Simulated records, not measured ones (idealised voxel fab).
The document below concerns the process module designated voxel released beams.
Section cut is 210 nm wide and gridded with 5 nm square cells.
We lay out every cross-section as a grid of square cells and spell it out in bands from the top down, where one band means one or more rows of cells.
Look at the band entry: it leads with the top's height and the bottom's height in nm. Then it lists the materials left to right, with a width in nm for each. The word "throughout" on a single material says that material fills the band edge to edge. The word "air" is empty space.
Height is counted from the level 0, under which the received wafer is composed throughout of one material. The lowest of the bands is not closed at the bottom but continues downward, in the notation "z 0 and below".
So if you see something like "30->40" for the width, read it as the top row of the band sitting at the first number and the bottom row at the second, with every row in between moving by the same amount as the last.
Reading "nothing was modified" for a step: not a cell of the cross-section changed in it.
Reported under the label "Trapped voids" are the empty spaces having no open way to the top and comprising 8 cells or more; the notation for each is width x height at distance, in which the distance is measured from the left edge and all three values are in nm.
On each step's line, the part that comes after the settings is the simulator's own comment on the step.
A step line may carry the setting "overlay nm", which, for steps involving a mask, states the distance by which the mask lay to the right of its intended position; negative values denote displacement to the left.

### Steps planned for the process
1) RECEIVE | material Si
2) CONFORMAL_DEP | material Al2O3 | thk nm 10
3) DIRECTIONAL_DEP | material SiO2 | thk nm 20
4) PATTERN | tone open | mask id ANCHOR | material resist | width nm 35 | thk nm 20 | overlay nm 0
5) DIRECTIONAL_ETCH | etch materials SiO2 | depth nm 20
6) STRIP | etch materials resist
7) CONFORMAL_DEP | material polySi | thk nm 15
8) MASKED_ETCH | tone cover | mask id BEAM | width nm 115 | etch materials polySi | depth nm 15 | overlay nm 0
9) STRIP | etch materials SiO2

### As received (post step 1): cross-section
	z 0 and below  Si throughout
	Trapped voids: none

### Module complete - cross-section of the first of two wafers, run according to plan
	z 45 to 30  45 air; 20 polySi; 5 air; 90 polySi; 50 air
	z 30 to 25  50 air; 15 polySi; 5 air; 15 polySi; 125 air
	z 25 to 10  50 air; 35 polySi; 125 air
	z 10 to 0  Al2O3 throughout
	z 0 and below  Si throughout
	Trapped voids: none

### Now the second wafer, cross-sectioned at the end of the module. Nothing different at the start, nothing different in the plan compared with the first, just one mistake when it was actually run
	z 40 to 25  45 air; 20 polySi; 5 air; 90 polySi; 50 air
	z 25 to 10  50 air; 35 polySi; 125 air
	z 10 to 0  Al2O3 throughout
	z 0 and below  Si throughout
	Trapped voids: none
What broke from the plan during processing? step 3 did not use the planned setting and instead ran as DIRECTIONAL_DEP | material SiO2 | thk nm 15
It is noted that, at the conclusion of processing, the second wafer exhibits a higher or lower cell count for certain materials relative to the first: -6 polySi
